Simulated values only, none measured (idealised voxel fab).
process module | voxel self aligned vias
cross-section cut | 270 nm wide | cells 5 nm
A cross-section is a grid of square cells, given in bands from the top down. A band is one or more rows of cells.
Each band's line starts with the height of the band's top and of its bottom, in nm. Then come its materials from left to right, each with its width in nm. One material with "throughout" fills the band from edge to edge. "air" is empty space.
Height 0 is the level under which the wafer as received is all one material. The lowest band goes on downwards, as in "0 down".
A width such as "30 to 40" changes by the same amount from each row of cells to the next, from the band's top row to its bottom row.
"no change" after a step means that no cell of the cross-section changed.
closed voids: empty space of 8 cells or more with no open way to the top, each as width x height at its distance from the left edge, in nm
after a step's settings: what the simulator itself notes on the step
overlay nm, on a step with a mask: how far to the right of its planned place the mask lay; to the left if negative
Each pair below shows a cross-section before one step and the cross-section after it, down to the lowest band that changed. The line under each pair gives the step between them, with its settings. The pairs can come from different runs of this module on the same starting wafer, so a pair continues from the pair above only where its "before" says so.
before
  10 to 0: aC throughout
  0 down: Si throughout
  closed voids: none
after
  15 to 10: SiCN throughout
  below 10: unchanged
  closed voids: none
the step between: op CONFORMAL_DEP | material SiCN | thk nm 5
before: the cross-section after the pair above
after
  35 to 15: lowk throughout
  below 15: unchanged
  closed voids: none
the step between: op DIRECTIONAL_DEP | material lowk | thk nm 20
before: the cross-section after the pair above
after
  35 to 15: lowk 90 | air 20 | lowk 50 | air 20 | lowk 90
  below 15: unchanged
  closed voids: none
the step between: op MASKED_ETCH | tone open | mask id LINES | width nm 20 | pitch nm 70 | etch materials lowk | depth nm 20 | overlay nm 0
before: the cross-section after the pair above
after
  40 to 35: TiN 95 | air 10 | TiN 60 | air 10 | TiN 95
  35 to 20: lowk 90 | TiN 5 | air 10 | TiN 5 | lowk 50 | TiN 5 | air 10 | TiN 5 | lowk 90
  20 to 15: lowk 90 | TiN 20 | lowk 50 | TiN 20 | lowk 90
  below 15: unchanged
  closed voids: none
the step between: op CONFORMAL_DEP | material TiN | thk nm 5
before: the cross-section after the pair above
after
  50 to 40: Ru throughout
  40 to 35: TiN 95 | Ru 10 | TiN 60 | Ru 10 | TiN 95
  35 to 20: lowk 90 | TiN 5 | Ru 10 | TiN 5 | lowk 50 | TiN 5 | Ru 10 | TiN 5 | lowk 90
  below 20: unchanged
  closed voids: none
the step between: op FILL_DEP | material Ru | thk nm 10
before: the cross-section after the pair above
after
  35 to 20: lowk 90 | TiN 5 | Ru 10 | TiN 5 | lowk 50 | TiN 5 | Ru 10 | TiN 5 | lowk 90
  below 20: unchanged
  closed voids: none
the step between: op CMP | height nm 35
before: the cross-section after the pair above
after
  35 to 30: lowk 90 | air 20 | lowk 50 | air 20 | lowk 90
  below 30: unchanged
  closed voids: none
the step between: op SELECTIVE_ETCH | etch materials W Ru TiN | depth nm 5
before: the cross-section after the pair above
after
  40 to 35: SiN throughout
  35 to 30: lowk 90 | SiN 20 | lowk 50 | SiN 20 | lowk 90
  below 30: unchanged
  closed voids: none
the step between: op FILL_DEP | material SiN | thk nm 5
before: the cross-section after the pair above
after
  35 to 30: lowk 90 | SiN 20 | lowk 50 | SiN 20 | lowk 90
  below 30: unchanged
  closed voids: none
the step between: op CMP | height nm 35
before: the cross-section after the pair above
after
  55 to 35: lowk throughout
  below 35: unchanged
  closed voids: none
the step between: op DIRECTIONAL_DEP | material lowk | thk nm 20
before: the cross-section after the pair above
after
  70 to 55: aC throughout
  below 55: unchanged
  closed voids: none
the step between: op DIRECTIONAL_DEP | material aC | thk nm 15
before: the cross-section after the pair above
after
  100 to 70: resist 80 | air 40 | resist 30 | air 40 | resist 80
  below 70: unchanged
  closed voids: none
the step between: op PATTERN | tone open | mask id VIAS | material resist | width nm 40 | pitch nm 70 | thk nm 30 | overlay nm 0
before: the cross-section after the pair above
after
  85 to 70: resist 80 | air 40 | resist 30 | air 40 | resist 80
  70 to 55: aC 80 | air 40 | aC 30 | air 40 | aC 80
  below 55: unchanged
  closed voids: none
the step between: op DIRECTIONAL_ETCH | etch materials aC | depth nm 15
before: the cross-section after the pair above
after
  70 to 55: aC 80 | air 40 | aC 30 | air 40 | aC 80
  below 55: unchanged
  closed voids: none
the step between: op STRIP | etch materials resist
before: the cross-section after the pair above
after
  70 to 55: aC 80 | air 40 | aC 30 | air 40 | aC 80
  55 to 35: lowk 80 | air 40 | lowk 30 | air 40 | lowk 80
  below 35: unchanged
  closed voids: none
the step between: op DIRECTIONAL_ETCH | etch materials lowk | depth nm 20
before: the cross-section after the pair above
after
  70 to 55: aC 80 | air 40 | aC 30 | air 40 | aC 80
  55 to 35: lowk 80 | air 40 | lowk 30 | air 40 | lowk 80
  35 to 30: lowk 90 | air 20 | lowk 50 | air 20 | lowk 90
  below 30: unchanged
  closed voids: none
the step between: op DIRECTIONAL_ETCH | etch materials SiN | depth nm 5
before: the cross-section after the pair above
after
  55 to 35: lowk 80 | air 40 | lowk 30 | air 40 | lowk 80
  below 35: unchanged
  closed voids: none
the step between: op STRIP | etch materials aC
before: the cross-section after the pair above
after
  60 to 55: TiN 85 | air 30 | TiN 40 | air 30 | TiN 85
  55 to 40: lowk 80 | TiN 5 | air 30 | TiN 5 | lowk 30 | TiN 5 | air 30 | TiN 5 | lowk 80
  40 to 35: lowk 80 | TiN 15 | air 10 | TiN 15 | lowk 30 | TiN 15 | air 10 | TiN 15 | lowk 80
  35 to 30: lowk 90 | TiN 20 | lowk 50 | TiN 20 | lowk 90
  below 30: unchanged
  closed voids: none
the step between: op CONFORMAL_DEP | material TiN | thk nm 5
before: the cross-section after the pair above
after
  70 to 60: Ru throughout
  60 to 55: TiN 85 | Ru 30 | TiN 40 | Ru 30 | TiN 85
  55 to 40: lowk 80 | TiN 5 | Ru 30 | TiN 5 | lowk 30 | TiN 5 | Ru 30 | TiN 5 | lowk 80
  40 to 35: lowk 80 | TiN 15 | Ru 10 | TiN 15 | lowk 30 | TiN 15 | Ru 10 | TiN 15 | lowk 80
  below 35: unchanged
  closed voids: none
the step between: op FILL_DEP | material Ru | thk nm 10
before: the cross-section after the pair above
after
  55 to 40: lowk 80 | TiN 5 | Ru 30 | TiN 5 | lowk 30 | TiN 5 | Ru 30 | TiN 5 | lowk 80
  below 40: unchanged
  closed voids: none
the step between: op CMP | height nm 55
before: the cross-section after the pair above
after
  60 to 55: SiCN throughout
  below 55: unchanged
  closed voids: none
the step between: op CONFORMAL_DEP | material SiCN | thk nm 5
before
  70 to 55: aC throughout
  55 to 35: lowk throughout
  35 to 30: lowk 90 | SiN 20 | lowk 50 | SiN 20 | lowk 90
  30 to 20: lowk 90 | TiN 5 | Ru 10 | TiN 5 | lowk 50 | TiN 5 | Ru 10 | TiN 5 | lowk 90
  20 to 15: lowk 90 | TiN 20 | lowk 50 | TiN 20 | lowk 90
  15 to 10: SiCN throughout
  10 to 0: SiO2 throughout
  0 down: Si throughout
  closed voids: none
after
  100 to 70: air 80 | resist 40 | air 30 | resist 40 | air 80
  below 70: unchanged
  closed voids: none
the step between: op PATTERN | tone cover | mask id VIAS | material resist | width nm 40 | pitch nm 70 | thk nm 30 | overlay nm 0
before: the cross-section after the pair above
after
  85 to 70: air 80 | resist 40 | air 30 | resist 40 | air 80
  70 to 55: air 80 | aC 40 | air 30 | aC 40 | air 80
  below 55: unchanged
  closed voids: none
the step between: op DIRECTIONAL_ETCH | etch materials aC | depth nm 15
before: the cross-section after the pair above
after
  70 to 55: air 80 | aC 40 | air 30 | aC 40 | air 80
  below 55: unchanged
  closed voids: none
the step between: op STRIP | etch materials resist
before: the cross-section after the pair above
after
  70 to 55: air 80 | aC 40 | air 30 | aC 40 | air 80
  55 to 35: air 80 | lowk 40 | air 30 | lowk 40 | air 80
  below 35: unchanged
  closed voids: none
the step between: op DIRECTIONAL_ETCH | etch materials lowk | depth nm 20
before: the cross-section after the pair above
after
  55 to 35: air 80 | lowk 40 | air 30 | lowk 40 | air 80
  below 35: unchanged
  closed voids: none
the step between: op STRIP | etch materials aC
before: the cross-section after the pair above
after
  60 to 55: air 75 | TiN 50 | air 20 | TiN 50 | air 75
  55 to 40: air 75 | TiN 5 | lowk 40 | TiN 5 | air 20 | TiN 5 | lowk 40 | TiN 5 | air 75
  40 to 35: TiN 80 | lowk 40 | TiN 30 | lowk 40 | TiN 80
  below 35: unchanged
  closed voids: none
the step between: op CONFORMAL_DEP | material TiN | thk nm 5
before: the cross-section after the pair above
after
  70 to 60: Ru throughout
  60 to 55: Ru 75 | TiN 50 | Ru 20 | TiN 50 | Ru 75
  55 to 40: Ru 75 | TiN 5 | lowk 40 | TiN 5 | Ru 20 | TiN 5 | lowk 40 | TiN 5 | Ru 75
  below 40: unchanged
  closed voids: none
the step between: op FILL_DEP | material Ru | thk nm 10
before: the cross-section after the pair above
after
  55 to 40: Ru 75 | TiN 5 | lowk 40 | TiN 5 | Ru 20 | TiN 5 | lowk 40 | TiN 5 | Ru 75
  below 40: unchanged
  closed voids: none
the step between: op CMP | height nm 55
before: the cross-section after the pair above
after
  60 to 55: SiCN throughout
  below 55: unchanged
  closed voids: none
the step between: op CONFORMAL_DEP | material SiCN | thk nm 5
